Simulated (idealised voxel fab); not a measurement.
process module | voxel spacer lines
cross-section cut | 280 nm wide | cells 5 nm
A cross-section is a grid of square cells, given in bands from the top down. A band is one or more rows of cells.
Each band's line starts with the height of the band's top and of its bottom, in nm. Then come its materials from left to right, each with its width in nm. One material with "throughout" fills the band from edge to edge. "air" is empty space.
Height 0 is the level under which the wafer as received is all one material. The lowest band goes on downwards, as in "0 down".
A width such as "30 to 40" changes by the same amount from each row of cells to the next, from the band's top row to its bottom row.
"no change" after a step means that no cell of the cross-section changed.
closed voids: empty space of 8 cells or more with no open way to the top, each as width x height at its distance from the left edge, in nm
after a step's settings: what the simulator itself notes on the step
overlay nm, on a step with a mask: how far to the right of its planned place the mask lay; to the left if negative
plan
1 op RECEIVE | material Si
2 op CONFORMAL_DEP | material Al2O3 | thk nm 10
3 op DIRECTIONAL_DEP | material W | thk nm 10
4 op DIRECTIONAL_DEP | material polySi | thk nm 20
5 op PATTERN | tone cover | mask id MANDREL | material resist | width nm 15 | pitch nm 50 | thk nm 25 | overlay nm 0
6 op DIRECTIONAL_ETCH | etch materials polySi | depth nm 20
7 op STRIP | etch materials resist
8 op CONFORMAL_DEP | material SiO2 | thk nm 10
9 op DIRECTIONAL_ETCH | etch materials SiO2 | depth nm 10
10 op STRIP | etch materials polySi
11 op DIRECTIONAL_ETCH | etch materials W | depth nm 10
12 op STRIP | etch materials SiO2
13 op FILL_DEP | material lowk | thk nm 5
14 op CMP | height nm 20
as received, after step 1
  0 down: Si throughout
  closed voids: none
first wafer at the end, as planned
  20 to 10: lowk 95 | W 10 | lowk 15 | W 10 | lowk 15 | W 10 | lowk 15 | W 10 | lowk 100
  10 to 0: Al2O3 throughout
  0 down: Si throughout
  closed voids: none
second wafer at the end: like start, like plan, one mistake
  20 to 10: Al2O3 throughout
  10 to 0: W throughout
  0 down: Si throughout
  closed voids: none
what went wrong: steps 2 and 3 were swapped
at the end the second wafer has, in cells: 96 more of W | 96 fewer of lowk
